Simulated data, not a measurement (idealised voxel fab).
voxel capacitor over wiring: a process module
Cross-section cut: width 165 nm, square cells of 5 nm.
Cross-section = grid of square cells, listed top down in bands; band = one or more rows.
For a band, the entry starts with two heights in nm, that of the top and then that of the bottom, and carries on with the band's materials in order from left to right, each alongside its width in nm; the word "edge to edge" beside a single material means it fills the band edge to edge, and "air" means empty space.
A quick word on heights: they are counted from 0, and under that level the wafer as it came to us is one material throughout. The lowest band is different from the rest in having no bottom; it simply continues downward, written as in "0 down".
Note: "30 to 40" means the width goes from the first number (top row of the band) to the second number (bottom row) in equal steps per row of cells.
Where a step carries "no alteration", the cross-section came out of it unchanged, cell for cell.
Unvented internal voids: empty space of 8 cells or more with no open way to the top, each as width x height at its distance from the left edge, in nm
What comes after the settings on a step's line is commentary from the simulator itself on that step.
overlay nm: mask offset rightward from planned place, masked step; negative means leftward offset.
Note on reading: below, each pair holds a cross-section from before one process step and one from after it; the one from after shows only down to the lowest band that changed. Beneath the pair, the step in between is stated along with its settings. The pairs can stem from different runs of this module on the same starting wafer. Where a pair's entry headed "Incoming profile" says so, and only there, that pair continues from the pair above it.
**Incoming profile**
    110 to 100 | Ru edge to edge
    100 to 95 | TiN 50, Ru 5, TiN 110
    95 to 85 | SiO2 45, TiN 5, Ru 5, TiN 5, SiO2 105
    85 to 80 | SiO2 45, TiN 15, SiO2 105
    80 to 70 | SiO2 35, TiN 65, SiO2 65
    70 to 65 | SiO2 35, SiN 65, SiO2 65
    65 to 55 | SiO2 30, TiN 75, SiO2 60
    55 to 50 | Ru 30, TiN 5, lowk 15, TiN 5, Ru 110
    50 to 45 | TiN 35, lowk 15, TiN 115
    45 to 40 | SiCN edge to edge
    40 to 15 | lowk 20, W 30, lowk 60, W 30, lowk 25
    15 to 10 | lowk 20, TiN 30, lowk 60, TiN 30, lowk 25
    10 to 0 | SiO2 edge to edge
    0 down | Si edge to edge
    Unvented internal voids: none
**Post-Process View**
    95 to 85 | SiO2 45, TiN 5, Ru 5, TiN 5, SiO2 105
    Anything lower than 85 is untouched.
    Unvented internal voids: none
Between the two cross-sections you see above, the step is CMP,height nm 95
Incoming profile: For the state before this step, see the after cross-section of the pair located directly above.
**Post-Process View**
    100 to 95 | SiN edge to edge
    Anything lower than 95 is untouched.
    Unvented internal voids: none
Between the two cross-sections you see above, the step is CONFORMAL_DEP,material SiN,thk nm 5
